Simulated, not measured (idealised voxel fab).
The process module presented herein is designated voxel self aligned vias.
Pictured: cross-section cut, 210 nm wide, on a grid of 5 nm square cells.
Notation: cross-section as square-cell grid; stated in bands, top first, going down; one or more cell rows per band. Band: top height; bottom height; in nm. Then, left to right: material with width in nm, for each material. "all across": a single material spanning edge to edge. "air": empty space. Height 0 is the level under which the wafer as received is all one material. The lowest band goes on downwards, as in "0 and below". Note: "30..40" means the width goes from the first number (top row of the band) to the second number (bottom row) in equal steps per row of cells. Basically "no alteration" means that step didn't change any cell in the cross-section. "Enclosed cavities" means: voids of 8 cells or more that are shut off from the top with no open way through. Written width x height at distance, distance from the left edge, in nm. Whatever follows a step's settings on its line is a remark the simulator itself makes about that step. Each step line may optionally specify "overlay nm", which for a step with a mask gives the rightward distance between the mask's planned place and where it lay, a negative value indicating the leftward direction.
# This section lists the process steps that were planned
1 RECEIVE,material Si
2 CONFORMAL_DEP,material SiO2,thk nm 10
3 CONFORMAL_DEP,material SiCN,thk nm 5
4 DIRECTIONAL_DEP,material lowk,thk nm 25
5 MASKED_ETCH,tone open,mask id LINES,width nm 30,pitch nm 60,etch materials lowk,depth nm 25,overlay nm 0
6 CONFORMAL_DEP,material TiN,thk nm 5
7 FILL_DEP,material W,thk nm 10
8 CMP,height nm 40
9 SELECTIVE_ETCH,etch materials W Ru TiN,depth nm 10
10 FILL_DEP,material SiN,thk nm 10
11 CMP,height nm 40
12 DIRECTIONAL_DEP,material lowk,thk nm 20
13 MASKED_ETCH,tone open,mask id VIAS,width nm 40,pitch nm 60,etch materials lowk,depth nm 20,overlay nm 0
14 MASKED_ETCH,tone open,mask id VIAS,width nm 40,pitch nm 60,etch materials SiN,depth nm 10,overlay nm 0
15 CONFORMAL_DEP,material TiN,thk nm 5
16 FILL_DEP,material Ru,thk nm 5
17 CMP,height nm 60
18 CONFORMAL_DEP,material SiN,thk nm 5
# So this is the incoming wafer in cross-section - it's already been through step 1
> 0 and below  Si all across
> Enclosed cavities: none
# Here's the cross-section of the first of our two wafers at the end of the module - it ran as planned
> 65 down to 60  SiN all across
> 60 down to 45  lowk: 25  TiN: 5  Ru: 30  TiN: 5  lowk: 20  TiN: 5  Ru: 30  TiN: 5  lowk: 20  TiN: 5  Ru: 30  TiN: 5  lowk: 25
> 45 down to 35  lowk: 25..30  TiN: 10..5  Ru: 20  TiN: 10..5  lowk: 20..30  TiN: 10..5  Ru: 20  TiN: 10..5  lowk: 20..30  TiN: 10..5  Ru: 20  TiN: 10..5  lowk: 25..30
> 35 down to 30  lowk: 30  TiN: 30  lowk: 30  TiN: 30  lowk: 30  TiN: 30  lowk: 30
> 30 down to 20  lowk: 30  TiN: 5  W: 20  TiN: 5  lowk: 30  TiN: 5  W: 20  TiN: 5  lowk: 30  TiN: 5  W: 20  TiN: 5  lowk: 30
> 20 down to 15  lowk: 30  TiN: 30  lowk: 30  TiN: 30  lowk: 30  TiN: 30  lowk: 30
> 15 down to 10  SiCN all across
> 10 down to 0  SiO2 all across
> 0 and below  Si all across
> Enclosed cavities: none
# Cross-section of the latter of the two wafers at module completion. It had an identical start and an identical plan to the former; in running it, one mistake was made
> 65 down to 60  SiN all across
> 60 down to 40  lowk: 25  TiN: 5  Ru: 30  TiN: 5  lowk: 20  TiN: 5  Ru: 30  TiN: 5  lowk: 20  TiN: 5  Ru: 30  TiN: 5  lowk: 25
> 40 down to 35  SiN: 25  TiN: 5  Ru: 30  TiN: 5  SiN: 20  TiN: 5  Ru: 30  TiN: 5  SiN: 20  TiN: 5  Ru: 30  TiN: 5  SiN: 25
> 35 down to 30  SiN: 25  TiN: 40  SiN: 20  TiN: 40  SiN: 20  TiN: 40  SiN: 25
> 30 down to 10  lowk: 30  TiN: 5  W: 20  TiN: 5  lowk: 30  TiN: 5  W: 20  TiN: 5  lowk: 30  TiN: 5  W: 20  TiN: 5  lowk: 30
> 10 down to 5  lowk: 30  TiN: 30  lowk: 30  TiN: 30  lowk: 30  TiN: 30  lowk: 30
> 5 down to 0  SiCN all across
> 0 and below  Si all across
> Enclosed cavities: none
Processing error: step 2 was left out
In the final state, the cell counts of the second wafer exceed or fall short of those of the first for the following materials: Ru +12, SiN +36, SiO2 -84, TiN +12, W +24
